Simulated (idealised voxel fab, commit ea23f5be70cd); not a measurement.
The name of this process module is voxel capacitor over wiring.
The cross-section on display is named cut; it measures 225 nm wide, and its cells are 5 nm squares.
In this document a cross-section is written as a grid of square cells. It is given as a series of bands, listed from the top down, and a band is one or more rows of cells.
Look at the band entry: it leads with the top's height and the bottom's height in nm. Then it lists the materials left to right, with a width in nm for each. The word "full width" on a single material says that material fills the band edge to edge. The word "air" is empty space.
It should be noted that heights are counted from 0, beneath which the wafer as supplied is of one material throughout, and that the lowest band possesses no lower boundary but continues downward, as written in "from 0 down".
A two-number width, for instance "30 to 40", indicates that the width is equal to the first number in the top row of the band and to the second number in the bottom row, and that it changes by a constant amount per row of cells.
For the purposes of this document, the phrase "same as before" attached to a step denotes that no cell within the cross-section was modified by that step.
Entry "Closed void list". Content: empty spaces with no open connection to the top, size 8 cells or greater. Each: width x height at distance. Distance: from left edge. Unit: nm.
Note: text after step settings on the step line = simulator remark on that step.
The "overlay nm" setting may appear on a step's line; for a step that uses a mask, it gives how far to the right of its planned position the mask lay, and a negative value indicates the left.

PLAN
- 1: RECEIVE: material Si
- 2: CONFORMAL_DEP: material SiO2, thk nm 15
- 3: CONFORMAL_DEP: material SiN, thk nm 5
- 4: DIRECTIONAL_DEP: material SiO2, thk nm 15
- 5: DIRECTIONAL_DEP: material aC, thk nm 10
- 6: PATTERN: tone open, mask id METAL_1, material resist, width nm 20, pitch nm 90, thk nm 25, overlay nm 0
- 7: DIRECTIONAL_ETCH: etch materials aC, depth nm 10
- 8: STRIP: etch materials resist
- 9: DIRECTIONAL_ETCH: etch materials SiO2, depth nm 15
- 10: DIRECTIONAL_ETCH: etch materials SiN, depth nm 5
- 11: STRIP: etch materials aC
- 12: CONFORMAL_DEP: material TiN, thk nm 5
- 13: FILL_DEP: material Cu, thk nm 10
- 14: CMP: height nm 35
- 15: EPI: material Ru, thk nm 5
- 16: FILL_DEP: material SiCN, thk nm 5
- 17: DIRECTIONAL_DEP: material SiO2, thk nm 20
- 18: PATTERN: tone open, mask id PLUG_1, material resist, width nm 15, thk nm 15, overlay nm 0
- 19: DIRECTIONAL_ETCH: etch materials SiO2, depth nm 20
- 20: DIRECTIONAL_ETCH: etch materials SiCN, depth nm 5
- 21: STRIP: etch materials resist
- 22: EPI: material Ru, thk nm 10
- 23: EPI: material Ru, thk nm 10
- 24: EPI: material Ru, thk nm 5
- 25: DIRECTIONAL_DEP: material TiN, thk nm 10
- 26: DIRECTIONAL_DEP: material SiN, thk nm 5
- 27: DIRECTIONAL_DEP: material TiN, thk nm 5
- 28: MASKED_ETCH: tone cover, mask id UPPER_PLATE, width nm 75, etch materials TiN, depth nm 5, overlay nm 0
- 29: MASKED_ETCH: tone cover, mask id UPPER_PLATE, width nm 75, etch materials SiN, depth nm 5, overlay nm 0
- 30: PATTERN: tone cover, mask id LOWER_PLATE, material resist, width nm 85, thk nm 15, overlay nm 0
- 31: DIRECTIONAL_ETCH: etch materials TiN, depth nm 10
- 32: STRIP: etch materials resist
- 33: FILL_DEP: material SiO2, thk nm 20
- 34: CMP: height nm 100
- 35: MASKED_ETCH: tone open, mask id PLUG_2, width nm 15, etch materials SiO2, depth nm 15, overlay nm 0
- 36: CONFORMAL_DEP: material TiN, thk nm 5
- 37: FILL_DEP: material Cu, thk nm 5
- 38: CMP: height nm 100
- 39: CONFORMAL_DEP: material SiCN, thk nm 5

HERE'S WHAT THE WAFER LOOKED LIKE IN CROSS-SECTION WHEN IT ARRIVED - THAT'S AFTER STEP 1
* from 0 down = Si full width
* Closed void list: none

STARTING WAFER: ABOVE. PLAN: ABOVE. RUN: ONE MISTAKE. CROSS-SECTION AFTER THE MODULE: BELOW
* from 105 to 100 = SiCN full width
* from 100 to 90 = SiO2 70, TiN 5, Cu 5, TiN 5, SiO2 140
* from 90 to 80 = SiO2 70 to 60, TiN 15 to 75, SiO2 140 to 90
* from 80 to 75 = SiO2 60, SiN 75, SiO2 90
* from 75 to 65 = SiO2 60, TiN 80, SiO2 85
* from 65 to 45 = SiO2 60, Ru 15, SiO2 150
* from 45 to 40 = SiCN 60, Ru 15, SiCN 150
* from 40 to 35 = SiCN 50, Ru 30, SiCN 60, Ru 30, SiCN 55
* from 35 to 20 = SiO2 55, TiN 5, Cu 10, TiN 5, SiO2 70, TiN 5, Cu 10, TiN 5, SiO2 60
* from 20 to 15 = SiN 55, TiN 20, SiN 70, TiN 20, SiN 60
* from 15 to 0 = SiO2 full width
* from 0 down = Si full width
* Closed void list: none
So what did we get wrong on this run? step 30 off recipe, ran as PATTERN: tone cover, mask id LOWER_PLATE, material resist, width nm 80, thk nm 15, overlay nm 0
